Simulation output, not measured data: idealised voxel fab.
Proc. module: voxel air gaps
Section shown: cut. Width: 250 nm. Cell size: 5 nm, square.
A cross-section in this document is a grid of square cells, and it is written down as bands, the top band listed before the ones below it; a band is made up of one or more rows of cells.
In this notation a band is specified by the heights of its top and bottom, in that order and in nm, after which its materials appear from left to right, each paired with its width in nm. The word "edge to edge" attached to a single material means that material fills the band from edge to edge; the word "air" stands for empty space.
It should be noted that heights are counted from 0, beneath which the wafer as supplied is of one material throughout, and that the lowest band possesses no lower boundary but continues downward, as written in "0 -> down".
Graded width ("30 to 40"): value in top row of band = first number; value in bottom row = second number; row-to-row change constant.
The cross-section has no changed cell in any step marked "remains unaltered".
Look at "Fully enclosed voids" for the closed voids: empty spaces with no open path to the top, sized 8 cells or up. Each is width x height at distance, distance from the left edge, all nm.
Post-settings text on a step line: simulator's own remark regarding the step.
"overlay nm" on a masked step: distance the mask lay right of its planned place, negative for left.

## The planned process steps are enumerated hereunder
1: RECEIVE | material Si
2: CONFORMAL_DEP | material SiO2 | thk nm 10
3: CONFORMAL_DEP | material SiN | thk nm 5
4: DIRECTIONAL_DEP | material lowk | thk nm 30
5: DIRECTIONAL_DEP | material aC | thk nm 15
6: PATTERN | tone open | mask id LINES | material resist | width nm 15 | pitch nm 40 | thk nm 35 | overlay nm 0
7: DIRECTIONAL_ETCH | etch materials aC | depth nm 15
8: STRIP | etch materials resist
9: DIRECTIONAL_ETCH | etch materials lowk | depth nm 30
10: STRIP | etch materials aC
11: CONFORMAL_DEP | material TiN | thk nm 5
12: FILL_DEP | material Cu | thk nm 5
13: CMP | height nm 45
14: EPI | material Ru | thk nm 10
15: SELECTIVE_ETCH | etch materials lowk | depth nm 40
16: CONFORMAL_DEP | material SiN | thk nm 5

## First wafer, two in total, run as planned

## As-received state of the wafer in cross-section, equivalent to post-step 1
    0 -> down: Si edge to edge
    Fully enclosed voids: none

## Presented here is a cross-section of the wafer after step 2 has been performed
    10 -> 0: SiO2 edge to edge
    No changes below 0.

## Presented here is a cross-section of the wafer after step 3 has been performed
    15 -> 10: SiN edge to edge
    No changes below 10.

## Presented here is a cross-section of the wafer after step 4 has been performed
    45 -> 15: lowk edge to edge
    No changes below 15.

## Presented here is a cross-section of the wafer after step 5 has been performed
    60 -> 45: aC edge to edge
    No changes below 45.

## Presented here is a cross-section of the wafer after step 6 has been performed
    95 -> 60: resist 55; air 15; resist 25; air 15; resist 25; air 15; resist 25; air 15; resist 60
    No changes below 60.

## Presented here is a cross-section of the wafer after step 7 has been performed
    80 -> 60: resist 55; air 15; resist 25; air 15; resist 25; air 15; resist 25; air 15; resist 60
    60 -> 45: aC 55; air 15; aC 25; air 15; aC 25; air 15; aC 25; air 15; aC 60
    No changes below 45.

## Presented here is a cross-section of the wafer after step 8 has been performed
    60 -> 45: aC 55; air 15; aC 25; air 15; aC 25; air 15; aC 25; air 15; aC 60
    No changes below 45.

## Presented here is a cross-section of the wafer after step 9 has been performed
    60 -> 45: aC 55; air 15; aC 25; air 15; aC 25; air 15; aC 25; air 15; aC 60
    45 -> 15: lowk 55; air 15; lowk 25; air 15; lowk 25; air 15; lowk 25; air 15; lowk 60
    No changes below 15.

## Presented here is a cross-section of the wafer after step 10 has been performed
    45 -> 15: lowk 55; air 15; lowk 25; air 15; lowk 25; air 15; lowk 25; air 15; lowk 60
    No changes below 15.

## Presented here is a cross-section of the wafer after step 11 has been performed
    50 -> 45: TiN 60; air 5; TiN 35; air 5; TiN 35; air 5; TiN 35; air 5; TiN 65
    45 -> 20: lowk 55; TiN 5; air 5; TiN 5; lowk 25; TiN 5; air 5; TiN 5; lowk 25; TiN 5; air 5; TiN 5; lowk 25; TiN 5; air 5; TiN 5; lowk 60
    20 -> 15: lowk 55; TiN 15; lowk 25; TiN 15; lowk 25; TiN 15; lowk 25; TiN 15; lowk 60
    No changes below 15.

## Presented here is a cross-section of the wafer after step 12 has been performed
    55 -> 50: Cu edge to edge
    50 -> 45: TiN 60; Cu 5; TiN 35; Cu 5; TiN 35; Cu 5; TiN 35; Cu 5; TiN 65
    45 -> 20: lowk 55; TiN 5; Cu 5; TiN 5; lowk 25; TiN 5; Cu 5; TiN 5; lowk 25; TiN 5; Cu 5; TiN 5; lowk 25; TiN 5; Cu 5; TiN 5; lowk 60
    No changes below 20.

## Presented here is a cross-section of the wafer after step 13 has been performed
    45 -> 20: lowk 55; TiN 5; Cu 5; TiN 5; lowk 25; TiN 5; Cu 5; TiN 5; lowk 25; TiN 5; Cu 5; TiN 5; lowk 25; TiN 5; Cu 5; TiN 5; lowk 60
    No changes below 20.

## Presented here is a cross-section of the wafer after step 14 has been performed
    55 -> 45: air 45; Ru 35; air 5; Ru 35; air 5; Ru 35; air 5; Ru 35; air 50
    No changes below 45.

## Presented here is a cross-section of the wafer after step 15 has been performed
    55 -> 45: air 45; Ru 35; air 5; Ru 35; air 5; Ru 35; air 5; Ru 35; air 50
    45 -> 20: air 55; TiN 5; Cu 5; TiN 5; air 25; TiN 5; Cu 5; TiN 5; air 25; TiN 5; Cu 5; TiN 5; air 25; TiN 5; Cu 5; TiN 5; air 60
    20 -> 15: air 55; TiN 15; air 25; TiN 15; air 25; TiN 15; air 25; TiN 15; air 60
    No changes below 15.

## Presented here is a cross-section of the wafer after step 16 has been performed
    60 -> 55: air 40; SiN 165; air 45
    55 -> 45: air 40; SiN 5; Ru 35; SiN 5; Ru 35; SiN 5; Ru 35; SiN 5; Ru 35; SiN 5; air 45
    45 -> 40: air 40; SiN 15; TiN 5; Cu 5; TiN 5; SiN 25; TiN 5; Cu 5; TiN 5; SiN 25; TiN 5; Cu 5; TiN 5; SiN 25; TiN 5; Cu 5; TiN 5; SiN 15; air 45
    40 -> 20: air 50; SiN 5; TiN 5; Cu 5; TiN 5; SiN 5; air 15; SiN 5; TiN 5; Cu 5; TiN 5; SiN 5; air 15; SiN 5; TiN 5; Cu 5; TiN 5; SiN 5; air 15; SiN 5; TiN 5; Cu 5; TiN 5; SiN 5; air 55
    20 -> 15: SiN 55; TiN 15; SiN 25; TiN 15; SiN 25; TiN 15; SiN 25; TiN 15; SiN 60
    No changes below 15.
    Fully enclosed voids: 15 x 20 at 75; 15 x 20 at 115; 15 x 20 at 155

## Second Wafer (Identical Start and Plan, One Processing Error; Matches First Wafer Through Step 5)

## Cross-sectional view of the second wafer at the intended end time of process step 6
    95 -> 60: air 55; resist 15; air 25; resist 15; air 25; resist 15; air 25; resist 15; air 60
    No changes below 60.

## Cross-sectional view of the second wafer at the intended end time of process step 7
    80 -> 60: air 55; resist 15; air 25; resist 15; air 25; resist 15; air 25; resist 15; air 60
    60 -> 45: air 55; aC 15; air 25; aC 15; air 25; aC 15; air 25; aC 15; air 60
    No changes below 45.

## Cross-sectional view of the second wafer at the intended end time of process step 8
    60 -> 45: air 55; aC 15; air 25; aC 15; air 25; aC 15; air 25; aC 15; air 60
    No changes below 45.

## Cross-sectional view of the second wafer at the intended end time of process step 9
    60 -> 45: air 55; aC 15; air 25; aC 15; air 25; aC 15; air 25; aC 15; air 60
    45 -> 15: air 55; lowk 15; air 25; lowk 15; air 25; lowk 15; air 25; lowk 15; air 60
    No changes below 15.

## Cross-sectional view of the second wafer at the intended end time of process step 10
    45 -> 15: air 55; lowk 15; air 25; lowk 15; air 25; lowk 15; air 25; lowk 15; air 60
    No changes below 15.

## Cross-sectional view of the second wafer at the intended end time of process step 11
    50 -> 45: air 50; TiN 25; air 15; TiN 25; air 15; TiN 25; air 15; TiN 25; air 55
    45 -> 20: air 50; TiN 5; lowk 15; TiN 5; air 15; TiN 5; lowk 15; TiN 5; air 15; TiN 5; lowk 15; TiN 5; air 15; TiN 5; lowk 15; TiN 5; air 55
    20 -> 15: TiN 55; lowk 15; TiN 25; lowk 15; TiN 25; lowk 15; TiN 25; lowk 15; TiN 60
    No changes below 15.

## Cross-sectional view of the second wafer at the intended end time of process step 12
    55 -> 50: Cu edge to edge
    50 -> 45: Cu 50; TiN 25; Cu 15; TiN 25; Cu 15; TiN 25; Cu 15; TiN 25; Cu 55
    45 -> 20: Cu 50; TiN 5; lowk 15; TiN 5; Cu 15; TiN 5; lowk 15; TiN 5; Cu 15; TiN 5; lowk 15; TiN 5; Cu 15; TiN 5; lowk 15; TiN 5; Cu 55
    No changes below 20.

## Cross-sectional view of the second wafer at the intended end time of process step 13
    45 -> 20: Cu 50; TiN 5; lowk 15; TiN 5; Cu 15; TiN 5; lowk 15; TiN 5; Cu 15; TiN 5; lowk 15; TiN 5; Cu 15; TiN 5; lowk 15; TiN 5; Cu 55
    No changes below 20.

## Cross-sectional view of the second wafer at the intended end time of process step 14
    55 -> 45: Ru edge to edge
    No changes below 45.

Cross-sectional view of the second wafer at the intended end time of process step 15: remains unaltered

## Cross-sectional view of the second wafer at the intended end time of process step 16
    60 -> 55: SiN edge to edge
    No changes below 55.
Against the plan, the run slipped here: heads up, step 6 didn't go per plan, it actually ran as PATTERN | tone cover | mask id LINES | material resist | width nm 15 | pitch nm 40 | thk nm 35 | overlay nm 0
Looking at both finished wafers in cells, the second ends up ahead of or behind the first on some materials: +130 Cu; +44 Ru; -84 SiN; +26 TiN; +72 lowk
closed voids at the end (first wafer, second wafer): 3, 0
